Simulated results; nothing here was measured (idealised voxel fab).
process module | voxel fin reveal
cross-section cut | 150 nm wide | cells 5 nm
A cross-section is a grid of square cells, given in bands from the top down. A band is one or more rows of cells.
Each band's line starts with the height of the band's top and of its bottom, in nm. Then come its materials from left to right, each with its width in nm. One material with "throughout" fills the band from edge to edge. "air" is empty space.
Height 0 is the level under which the wafer as received is all one material. The lowest band goes on downwards, as in "0 down".
A width such as "30 to 40" changes by the same amount from each row of cells to the next, from the band's top row to its bottom row.
"no change" after a step means that no cell of the cross-section changed.
closed voids: empty space of 8 cells or more with no open way to the top, each as width x height at its distance from the left edge, in nm
after a step's settings: what the simulator itself notes on the step
overlay nm, on a step with a mask: how far to the right of its planned place the mask lay; to the left if negative
plan
1 op RECEIVE | material Si
2 op CONFORMAL_DEP | material SiN | thk nm 10
3 op DIRECTIONAL_DEP | material aC | thk nm 15
4 op PATTERN | tone cover | mask id FINS | material resist | width nm 15 | pitch nm 40 | thk nm 30 | overlay nm 0
5 op DIRECTIONAL_ETCH | etch materials aC | depth nm 15
6 op STRIP | etch materials resist
7 op DIRECTIONAL_ETCH | etch materials SiN | depth nm 10
8 op DIRECTIONAL_ETCH | etch materials Si | depth nm 40
9 op STRIP | etch materials aC
10 op OXIDIZE | depth nm 5
11 op FILL_DEP | material SiO2 | thk nm 15
12 op CMP | height nm 10
13 op SELECTIVE_ETCH | etch materials SiO2 | depth nm 35
14 op STRIP | etch materials SiN
first wafer, as planned
as received, after step 1
  0 down: Si throughout
  closed voids: none
after step 2
  10 to 0: SiN throughout
  below 0: unchanged
after step 3
  25 to 10: aC throughout
  below 10: unchanged
after step 4
  55 to 25: air 25 | resist 15 | air 25 | resist 15 | air 25 | resist 15 | air 30
  below 25: unchanged
after step 5
  40 to 25: air 25 | resist 15 | air 25 | resist 15 | air 25 | resist 15 | air 30
  25 to 10: air 25 | aC 15 | air 25 | aC 15 | air 25 | aC 15 | air 30
  below 10: unchanged
after step 6
  25 to 10: air 25 | aC 15 | air 25 | aC 15 | air 25 | aC 15 | air 30
  below 10: unchanged
after step 7
  25 to 10: air 25 | aC 15 | air 25 | aC 15 | air 25 | aC 15 | air 30
  10 to 0: air 25 | SiN 15 | air 25 | SiN 15 | air 25 | SiN 15 | air 30
  below 0: unchanged
after step 8
  25 to 10: air 25 | aC 15 | air 25 | aC 15 | air 25 | aC 15 | air 30
  10 to 0: air 25 | SiN 15 | air 25 | SiN 15 | air 25 | SiN 15 | air 30
  0 to -40: air 25 | Si 15 | air 25 | Si 15 | air 25 | Si 15 | air 30
  below -40: unchanged
after step 9
  10 to 0: air 25 | SiN 15 | air 25 | SiN 15 | air 25 | SiN 15 | air 30
  below 0: unchanged
after step 10
  10 to 0: air 25 | SiN 15 | air 25 | SiN 15 | air 25 | SiN 15 | air 30
  0 to -40: air 25 | SiO2 5 | Si 5 | SiO2 5 | air 25 | SiO2 5 | Si 5 | SiO2 5 | air 25 | SiO2 5 | Si 5 | SiO2 5 | air 30
  -40 to -45: SiO2 30 | Si 5 | SiO2 35 | Si 5 | SiO2 35 | Si 5 | SiO2 35
  below -45: unchanged
after step 11
  25 to 10: SiO2 throughout
  10 to 0: SiO2 25 | SiN 15 | SiO2 25 | SiN 15 | SiO2 25 | SiN 15 | SiO2 30
  0 to -45: SiO2 30 | Si 5 | SiO2 35 | Si 5 | SiO2 35 | Si 5 | SiO2 35
  below -45: unchanged
after step 12
  10 to 0: SiO2 25 | SiN 15 | SiO2 25 | SiN 15 | SiO2 25 | SiN 15 | SiO2 30
  below 0: unchanged
after step 13
  10 to 0: air 25 | SiN 15 | air 25 | SiN 15 | air 25 | SiN 15 | air 30
  0 to -25: air 30 | Si 5 | air 35 | Si 5 | air 35 | Si 5 | air 35
  below -25: unchanged
after step 14
  0 to -25: air 30 | Si 5 | air 35 | Si 5 | air 35 | Si 5 | air 35
  below -25: unchanged
second wafer: like start, like plan, one mistake. Through step 3 it matches the first wafer
when step 4 should have ended
  55 to 25: air 25 | resist 20 | air 20 | resist 20 | air 20 | resist 20 | air 25
  below 25: unchanged
when step 5 should have ended
  40 to 25: air 25 | resist 20 | air 20 | resist 20 | air 20 | resist 20 | air 25
  25 to 10: air 25 | aC 20 | air 20 | aC 20 | air 20 | aC 20 | air 25
  below 10: unchanged
when step 6 should have ended
  25 to 10: air 25 | aC 20 | air 20 | aC 20 | air 20 | aC 20 | air 25
  below 10: unchanged
when step 7 should have ended
  25 to 10: air 25 | aC 20 | air 20 | aC 20 | air 20 | aC 20 | air 25
  10 to 0: air 25 | SiN 20 | air 20 | SiN 20 | air 20 | SiN 20 | air 25
  below 0: unchanged
when step 8 should have ended
  25 to 10: air 25 | aC 20 | air 20 | aC 20 | air 20 | aC 20 | air 25
  10 to 0: air 25 | SiN 20 | air 20 | SiN 20 | air 20 | SiN 20 | air 25
  0 to -40: air 25 | Si 20 | air 20 | Si 20 | air 20 | Si 20 | air 25
  below -40: unchanged
when step 9 should have ended
  10 to 0: air 25 | SiN 20 | air 20 | SiN 20 | air 20 | SiN 20 | air 25
  below 0: unchanged
when step 10 should have ended
  10 to 0: air 25 | SiN 20 | air 20 | SiN 20 | air 20 | SiN 20 | air 25
  0 to -40: air 25 | SiO2 5 | Si 10 | SiO2 5 | air 20 | SiO2 5 | Si 10 | SiO2 5 | air 20 | SiO2 5 | Si 10 | SiO2 5 | air 25
  -40 to -45: SiO2 30 | Si 10 | SiO2 30 | Si 10 | SiO2 30 | Si 10 | SiO2 30
  below -45: unchanged
when step 11 should have ended
  25 to 10: SiO2 throughout
  10 to 0: SiO2 25 | SiN 20 | SiO2 20 | SiN 20 | SiO2 20 | SiN 20 | SiO2 25
  0 to -45: SiO2 30 | Si 10 | SiO2 30 | Si 10 | SiO2 30 | Si 10 | SiO2 30
  below -45: unchanged
when step 12 should have ended
  10 to 0: SiO2 25 | SiN 20 | SiO2 20 | SiN 20 | SiO2 20 | SiN 20 | SiO2 25
  below 0: unchanged
when step 13 should have ended
  10 to 0: air 25 | SiN 20 | air 20 | SiN 20 | air 20 | SiN 20 | air 25
  0 to -25: air 30 | Si 10 | air 30 | Si 10 | air 30 | Si 10 | air 30
  below -25: unchanged
when step 14 should have ended
  0 to -25: air 30 | Si 10 | air 30 | Si 10 | air 30 | Si 10 | air 30
  below -25: unchanged
what went wrong: step 4 ran as: op PATTERN | tone cover | mask id FINS | material resist | width nm 20 | pitch nm 40 | thk nm 30 | overlay nm 0
at the end the second wafer has, in cells: 27 more of Si | 12 fewer of SiO2
